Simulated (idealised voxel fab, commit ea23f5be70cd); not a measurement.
process module | voxel tone inversion
cross-section cut | 250 nm wide | cells 5 nm
A cross-section is a grid of square cells, given in bands from the top down. A band is one or more rows of cells.
Each band's line starts with the height of the band's top and of its bottom, in nm. Then come its materials from left to right, each with its width in nm. One material with "throughout" fills the band from edge to edge. "air" is empty space.
Height 0 is the level under which the wafer as received is all one material. The lowest band goes on downwards, as in "0 down".
A width such as "30 to 40" changes by the same amount from each row of cells to the next, from the band's top row to its bottom row.
"no change" after a step means that no cell of the cross-section changed.
closed voids: empty space of 8 cells or more with no open way to the top, each as width x height at its distance from the left edge, in nm
after a step's settings: what the simulator itself notes on the step
overlay nm, on a step with a mask: how far to the right of its planned place the mask lay; to the left if negative
plan
1 op RECEIVE | material Si
2 op CONFORMAL_DEP | material SiN | thk nm 5
3 op DIRECTIONAL_DEP | material aC | thk nm 20
4 op PATTERN | tone cover | mask id POSTS | material resist | width nm 20 | pitch nm 45 | thk nm 30 | overlay nm 0
5 op DIRECTIONAL_ETCH | etch materials aC | depth nm 20
6 op STRIP | etch materials resist
7 op FILL_DEP | material SiO2 | thk nm 5
8 op CMP | height nm 25
9 op STRIP | etch materials aC
10 op CONFORMAL_DEP | material TiN | thk nm 5
11 op FILL_DEP | material W | thk nm 5
12 op CMP | height nm 25
13 op CONFORMAL_DEP | material SiCN | thk nm 5
as received, after step 1
  0 down: Si throughout
  closed voids: none
a wafer at the end: this start, this plan, one mistake
  25 to 20: SiCN throughout
  20 to 10: SiO2 90 | TiN 5 | W 10 | TiN 5 | SiO2 25 | TiN 5 | W 10 | TiN 5 | SiO2 95
  10 to 5: SiO2 90 | TiN 20 | SiO2 25 | TiN 20 | SiO2 95
  5 to 0: SiN throughout
  0 down: Si throughout
  closed voids: none
what went wrong: step 12 ran as: op CMP | height nm 20
